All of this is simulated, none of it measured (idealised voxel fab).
process module | voxel wiring stack
cross-section cut | 270 nm wide | cells 5 nm
A cross-section is a grid of square cells, given in bands from the top down. A band is one or more rows of cells.
Each band's line starts with the height of the band's top and of its bottom, in nm. Then come its materials from left to right, each with its width in nm. One material with "throughout" fills the band from edge to edge. "air" is empty space.
Height 0 is the level under which the wafer as received is all one material. The lowest band goes on downwards, as in "0 down".
A width such as "30 to 40" changes by the same amount from each row of cells to the next, from the band's top row to its bottom row.
"no change" after a step means that no cell of the cross-section changed.
closed voids: empty space of 8 cells or more with no open way to the top, each as width x height at its distance from the left edge, in nm
after a step's settings: what the simulator itself notes on the step
overlay nm, on a step with a mask: how far to the right of its planned place the mask lay; to the left if negative
plan
1 op RECEIVE | material Si
2 op CONFORMAL_DEP | material SiO2 | thk nm 15
3 op DIRECTIONAL_DEP | material TiN | thk nm 5
4 op DIRECTIONAL_DEP | material W | thk nm 15
5 op MASKED_ETCH | tone cover | mask id METAL_1 | width nm 25 | pitch nm 50 | etch materials W | depth nm 15 | overlay nm 0
6 op MASKED_ETCH | tone cover | mask id METAL_1 | width nm 25 | pitch nm 50 | etch materials TiN | depth nm 5 | overlay nm 0
7 op FILL_DEP | material SiO2 | thk nm 10
8 op CMP | height nm 35
9 op CONFORMAL_DEP | material SiCN | thk nm 5
10 op DIRECTIONAL_DEP | material SiO2 | thk nm 35
11 op DIRECTIONAL_DEP | material aC | thk nm 15
12 op PATTERN | tone open | mask id METAL_2_HOLES | material resist | width nm 15 | thk nm 30 | overlay nm 0
13 op DIRECTIONAL_ETCH | etch materials aC | depth nm 15
14 op STRIP | etch materials resist
15 op DIRECTIONAL_ETCH | etch materials SiO2 | depth nm 35
16 op STRIP | etch materials aC
17 op MASKED_ETCH | tone open | mask id METAL_2 | width nm 25 | pitch nm 50 | etch materials SiO2 | depth nm 20 | overlay nm 0
18 op MASKED_ETCH | tone open | mask id METAL_2 | width nm 25 | pitch nm 50 | etch materials SiCN | depth nm 5 | overlay nm 0
19 op CONFORMAL_DEP | material TiN | thk nm 5
20 op FILL_DEP | material Cu | thk nm 5
21 op CMP | height nm 75
22 op CONFORMAL_DEP | material SiCN | thk nm 5
23 op DIRECTIONAL_DEP | material SiO2 | thk nm 35
24 op MASKED_ETCH | tone open | mask id METAL_3_HOLES | width nm 15 | etch materials SiO2 | depth nm 35 | overlay nm 0
25 op PATTERN | tone open | mask id METAL_3 | material resist | width nm 25 | pitch nm 50 | thk nm 15 | overlay nm 0
26 op DIRECTIONAL_ETCH | etch materials SiO2 | depth nm 20
27 op DIRECTIONAL_ETCH | etch materials SiCN | depth nm 5
28 op STRIP | etch materials resist
29 op CONFORMAL_DEP | material TiN | thk nm 5
30 op FILL_DEP | material Ru | thk nm 10
31 op CMP | height nm 115
32 op CONFORMAL_DEP | material SiCN | thk nm 5
first wafer, as planned
as received, after step 1
  0 down: Si throughout
  closed voids: none
after step 2
  15 to 0: SiO2 throughout
  below 0: unchanged
after step 3
  20 to 15: TiN throughout
  below 15: unchanged
after step 4
  35 to 20: W throughout
  below 20: unchanged
after step 5
  35 to 20: air 95 | W 25 | air 25 | W 25 | air 100
  below 20: unchanged
after step 6
  35 to 20: air 95 | W 25 | air 25 | W 25 | air 100
  20 to 15: air 95 | TiN 25 | air 25 | TiN 25 | air 100
  below 15: unchanged
after step 7
  45 to 35: SiO2 throughout
  35 to 20: SiO2 95 | W 25 | SiO2 25 | W 25 | SiO2 100
  20 to 15: SiO2 95 | TiN 25 | SiO2 25 | TiN 25 | SiO2 100
  below 15: unchanged
after step 8
  35 to 20: SiO2 95 | W 25 | SiO2 25 | W 25 | SiO2 100
  below 20: unchanged
after step 9
  40 to 35: SiCN throughout
  below 35: unchanged
after step 10
  75 to 40: SiO2 throughout
  below 40: unchanged
after step 11
  90 to 75: aC throughout
  below 75: unchanged
after step 12
  120 to 90: resist 95 | air 15 | resist 160
  below 90: unchanged
after step 13
  105 to 90: resist 95 | air 15 | resist 160
  90 to 75: aC 95 | air 15 | aC 160
  below 75: unchanged
after step 14
  90 to 75: aC 95 | air 15 | aC 160
  below 75: unchanged
after step 15
  90 to 75: aC 95 | air 15 | aC 160
  75 to 40: SiO2 95 | air 15 | SiO2 160
  below 40: unchanged
after step 16
  75 to 40: SiO2 95 | air 15 | SiO2 160
  below 40: unchanged
after step 17
  75 to 55: SiO2 95 | air 25 | SiO2 25 | air 25 | SiO2 100
  below 55: unchanged
after step 18
  75 to 55: SiO2 95 | air 25 | SiO2 25 | air 25 | SiO2 100
  55 to 40: SiO2 95 | air 15 | SiO2 160
  40 to 35: SiCN 95 | air 15 | SiCN 160
  below 35: unchanged
after step 19
  80 to 75: TiN 100 | air 15 | TiN 35 | air 15 | TiN 105
  75 to 60: SiO2 95 | TiN 5 | air 15 | TiN 5 | SiO2 25 | TiN 5 | air 15 | TiN 5 | SiO2 100
  60 to 55: SiO2 95 | TiN 5 | air 5 | TiN 15 | SiO2 25 | TiN 25 | SiO2 100
  55 to 40: SiO2 95 | TiN 5 | air 5 | TiN 5 | SiO2 160
  40 to 35: SiCN 95 | TiN 15 | SiCN 160
  below 35: unchanged
after step 20
  85 to 80: Cu throughout
  80 to 75: TiN 100 | Cu 15 | TiN 35 | Cu 15 | TiN 105
  75 to 60: SiO2 95 | TiN 5 | Cu 15 | TiN 5 | SiO2 25 | TiN 5 | Cu 15 | TiN 5 | SiO2 100
  60 to 55: SiO2 95 | TiN 5 | Cu 5 | TiN 15 | SiO2 25 | TiN 25 | SiO2 100
  55 to 40: SiO2 95 | TiN 5 | Cu 5 | TiN 5 | SiO2 160
  below 40: unchanged
after step 21
  75 to 60: SiO2 95 | TiN 5 | Cu 15 | TiN 5 | SiO2 25 | TiN 5 | Cu 15 | TiN 5 | SiO2 100
  below 60: unchanged
after step 22
  80 to 75: SiCN throughout
  below 75: unchanged
after step 23
  115 to 80: SiO2 throughout
  below 80: unchanged
after step 24
  115 to 80: SiO2 95 | air 15 | SiO2 160
  below 80: unchanged
after step 25
  130 to 115: resist 95 | air 25 | resist 25 | air 25 | resist 100
  below 115: unchanged
after step 26
  130 to 115: resist 95 | air 25 | resist 25 | air 25 | resist 100
  115 to 95: SiO2 95 | air 25 | SiO2 25 | air 25 | SiO2 100
  below 95: unchanged
after step 27
  130 to 115: resist 95 | air 25 | resist 25 | air 25 | resist 100
  115 to 95: SiO2 95 | air 25 | SiO2 25 | air 25 | SiO2 100
  95 to 80: SiO2 95 | air 15 | SiO2 160
  80 to 75: SiCN 95 | air 15 | SiCN 160
  below 75: unchanged
after step 28
  115 to 95: SiO2 95 | air 25 | SiO2 25 | air 25 | SiO2 100
  below 95: unchanged
after step 29
  120 to 115: TiN 100 | air 15 | TiN 35 | air 15 | TiN 105
  115 to 100: SiO2 95 | TiN 5 | air 15 | TiN 5 | SiO2 25 | TiN 5 | air 15 | TiN 5 | SiO2 100
  100 to 95: SiO2 95 | TiN 5 | air 5 | TiN 15 | SiO2 25 | TiN 25 | SiO2 100
  95 to 80: SiO2 95 | TiN 5 | air 5 | TiN 5 | SiO2 160
  80 to 75: SiCN 95 | TiN 15 | SiCN 160
  below 75: unchanged
after step 30
  130 to 120: Ru throughout
  120 to 115: TiN 100 | Ru 15 | TiN 35 | Ru 15 | TiN 105
  115 to 100: SiO2 95 | TiN 5 | Ru 15 | TiN 5 | SiO2 25 | TiN 5 | Ru 15 | TiN 5 | SiO2 100
  100 to 95: SiO2 95 | TiN 5 | Ru 5 | TiN 15 | SiO2 25 | TiN 25 | SiO2 100
  95 to 80: SiO2 95 | TiN 5 | Ru 5 | TiN 5 | SiO2 160
  below 80: unchanged
after step 31
  115 to 100: SiO2 95 | TiN 5 | Ru 15 | TiN 5 | SiO2 25 | TiN 5 | Ru 15 | TiN 5 | SiO2 100
  below 100: unchanged
after step 32
  120 to 115: SiCN throughout
  below 115: unchanged
second wafer: like start, like plan, one mistake. Through step 2 it matches the first wafer
when step 3 should have ended
  30 to 15: W throughout
  below 15: unchanged
when step 4 should have ended
  35 to 30: TiN throughout
  below 30: unchanged
when step 5 should have ended: no change
when step 6 should have ended
  35 to 30: air 95 | TiN 25 | air 25 | TiN 25 | air 100
  below 30: unchanged
when step 7 should have ended
  45 to 35: SiO2 throughout
  35 to 30: SiO2 95 | TiN 25 | SiO2 25 | TiN 25 | SiO2 100
  below 30: unchanged
when step 8 should have ended
  35 to 30: SiO2 95 | TiN 25 | SiO2 25 | TiN 25 | SiO2 100
  below 30: unchanged
when step 9 should have ended
  40 to 35: SiCN throughout
  below 35: unchanged
when step 10 should have ended
  75 to 40: SiO2 throughout
  below 40: unchanged
when step 11 should have ended
  90 to 75: aC throughout
  below 75: unchanged
when step 12 should have ended
  120 to 90: resist 95 | air 15 | resist 160
  below 90: unchanged
when step 13 should have ended
  105 to 90: resist 95 | air 15 | resist 160
  90 to 75: aC 95 | air 15 | aC 160
  below 75: unchanged
when step 14 should have ended
  90 to 75: aC 95 | air 15 | aC 160
  below 75: unchanged
when step 15 should have ended
  90 to 75: aC 95 | air 15 | aC 160
  75 to 40: SiO2 95 | air 15 | SiO2 160
  below 40: unchanged
when step 16 should have ended
  75 to 40: SiO2 95 | air 15 | SiO2 160
  below 40: unchanged
when step 17 should have ended
  75 to 55: SiO2 95 | air 25 | SiO2 25 | air 25 | SiO2 100
  below 55: unchanged
when step 18 should have ended
  75 to 55: SiO2 95 | air 25 | SiO2 25 | air 25 | SiO2 100
  55 to 40: SiO2 95 | air 15 | SiO2 160
  40 to 35: SiCN 95 | air 15 | SiCN 160
  below 35: unchanged
when step 19 should have ended
  80 to 75: TiN 100 | air 15 | TiN 35 | air 15 | TiN 105
  75 to 60: SiO2 95 | TiN 5 | air 15 | TiN 5 | SiO2 25 | TiN 5 | air 15 | TiN 5 | SiO2 100
  60 to 55: SiO2 95 | TiN 5 | air 5 | TiN 15 | SiO2 25 | TiN 25 | SiO2 100
  55 to 40: SiO2 95 | TiN 5 | air 5 | TiN 5 | SiO2 160
  40 to 35: SiCN 95 | TiN 15 | SiCN 160
  below 35: unchanged
when step 20 should have ended
  85 to 80: Cu throughout
  80 to 75: TiN 100 | Cu 15 | TiN 35 | Cu 15 | TiN 105
  75 to 60: SiO2 95 | TiN 5 | Cu 15 | TiN 5 | SiO2 25 | TiN 5 | Cu 15 | TiN 5 | SiO2 100
  60 to 55: SiO2 95 | TiN 5 | Cu 5 | TiN 15 | SiO2 25 | TiN 25 | SiO2 100
  55 to 40: SiO2 95 | TiN 5 | Cu 5 | TiN 5 | SiO2 160
  below 40: unchanged
when step 21 should have ended
  75 to 60: SiO2 95 | TiN 5 | Cu 15 | TiN 5 | SiO2 25 | TiN 5 | Cu 15 | TiN 5 | SiO2 100
  below 60: unchanged
when step 22 should have ended
  80 to 75: SiCN throughout
  below 75: unchanged
when step 23 should have ended
  115 to 80: SiO2 throughout
  below 80: unchanged
when step 24 should have ended
  115 to 80: SiO2 95 | air 15 | SiO2 160
  below 80: unchanged
when step 25 should have ended
  130 to 115: resist 95 | air 25 | resist 25 | air 25 | resist 100
  below 115: unchanged
when step 26 should have ended
  130 to 115: resist 95 | air 25 | resist 25 | air 25 | resist 100
  115 to 95: SiO2 95 | air 25 | SiO2 25 | air 25 | SiO2 100
  below 95: unchanged
when step 27 should have ended
  130 to 115: resist 95 | air 25 | resist 25 | air 25 | resist 100
  115 to 95: SiO2 95 | air 25 | SiO2 25 | air 25 | SiO2 100
  95 to 80: SiO2 95 | air 15 | SiO2 160
  80 to 75: SiCN 95 | air 15 | SiCN 160
  below 75: unchanged
when step 28 should have ended
  115 to 95: SiO2 95 | air 25 | SiO2 25 | air 25 | SiO2 100
  below 95: unchanged
when step 29 should have ended
  120 to 115: TiN 100 | air 15 | TiN 35 | air 15 | TiN 105
  115 to 100: SiO2 95 | TiN 5 | air 15 | TiN 5 | SiO2 25 | TiN 5 | air 15 | TiN 5 | SiO2 100
  100 to 95: SiO2 95 | TiN 5 | air 5 | TiN 15 | SiO2 25 | TiN 25 | SiO2 100
  95 to 80: SiO2 95 | TiN 5 | air 5 | TiN 5 | SiO2 160
  80 to 75: SiCN 95 | TiN 15 | SiCN 160
  below 75: unchanged
when step 30 should have ended
  130 to 120: Ru throughout
  120 to 115: TiN 100 | Ru 15 | TiN 35 | Ru 15 | TiN 105
  115 to 100: SiO2 95 | TiN 5 | Ru 15 | TiN 5 | SiO2 25 | TiN 5 | Ru 15 | TiN 5 | SiO2 100
  100 to 95: SiO2 95 | TiN 5 | Ru 5 | TiN 15 | SiO2 25 | TiN 25 | SiO2 100
  95 to 80: SiO2 95 | TiN 5 | Ru 5 | TiN 5 | SiO2 160
  below 80: unchanged
when step 31 should have ended
  115 to 100: SiO2 95 | TiN 5 | Ru 15 | TiN 5 | SiO2 25 | TiN 5 | Ru 15 | TiN 5 | SiO2 100
  below 100: unchanged
when step 32 should have ended
  120 to 115: SiCN throughout
  below 115: unchanged
what went wrong: steps 3 and 4 were swapped
at the end the second wafer has, in cells: 132 fewer of SiO2 | 132 more of W
